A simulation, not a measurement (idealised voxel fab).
Process module name: voxel tone inversion
The figure presents cross-section cut, which has a width of 230 nm and is divided into square cells with an edge length of 5 nm.
When this document writes out a cross-section, it uses a grid of square cells and lists it as bands, beginning at the top and moving down, with a band standing for one or more rows of cells.
A band entry consists of two parts. The first gives the height of the band's top and the height of its bottom, in nm. The rest lists the band's materials from left to right, each with its width in nm. A single material labelled with the word "throughout" fills the band from edge to edge, and the word "air" marks empty space.
Below 0: as-received wafer, all one material; heights counted from there. Lowest band: no bottom, goes on down, written "z 0 and below".
A two-number width, for instance "30 to 40", indicates that the width is equal to the first number in the top row of the band and to the second number in the bottom row, and that it changes by a constant amount per row of cells.
Basically "no change occurred" means that step didn't change any cell in the cross-section.
For the entry "Enclosed cavities", the listed items are empty spaces with no open way to the top whose size is 8 cells or more; each item follows the pattern width x height at distance, where distance is from the left edge and all three are in nm.
Formally, on a step line, whatever follows the settings is a remark that the simulator itself makes on the step.
The line of a step may include "overlay nm". On a step with a mask, this value is how far to the right of its planned place the mask lay. A negative value means the mask lay to the left.

-- Planned step list for the process
1: RECEIVE,material Si
2: CONFORMAL_DEP,material SiN,thk nm 10
3: DIRECTIONAL_DEP,material aC,thk nm 25
4: PATTERN,tone cover,mask id POSTS,material resist,width nm 20,pitch nm 35,thk nm 35,overlay nm -15
5: DIRECTIONAL_ETCH,etch materials aC,depth nm 25
6: STRIP,etch materials resist
7: FILL_DEP,material lowk,thk nm 10
8: CMP,height nm 35
9: STRIP,etch materials aC
Be aware that, although all wafers share a common starting state, the overlay nm at step 4 differs among them, and the plan displays the first wafer's value.

-- Cross-section of the first of several wafers on receipt, reflecting completion of step 1
- z 0 and below: Si throughout
- Enclosed cavities: none

-- Take a look at the first of several wafers in cross-section: the module is done, and step 9 was its last step
- z 35 to 10: lowk 55 nm | air 20 nm | lowk 15 nm | air 20 nm | lowk 15 nm | air 20 nm | lowk 85 nm
- z 10 to 0: SiN throughout
- z 0 and below: Si throughout
- Enclosed cavities: none

-- Sectional view of the last wafer upon completion of the module
- z 35 to 10: lowk 85 nm | air 20 nm | lowk 15 nm | air 20 nm | lowk 15 nm | air 20 nm | lowk 55 nm
- z 10 to 0: SiN throughout
- z 0 and below: Si throughout
- Enclosed cavities: none

-- Wafer rows, end of module: cells per material gained (+) or lost (-) since receipt; closed voids last
overlay nm -15, +92 SiN, +170 lowk, Enclosed cavities: none
overlay nm -10, +92 SiN, +170 lowk, Enclosed cavities: none
overlay nm -5, +92 SiN, +170 lowk, Enclosed cavities: none
overlay nm 0, +92 SiN, +170 lowk, Enclosed cavities: none
overlay nm 5, +92 SiN, +170 lowk, Enclosed cavities: none
overlay nm 10, +92 SiN, +170 lowk, Enclosed cavities: none
overlay nm 15, +92 SiN, +170 lowk, Enclosed cavities: none
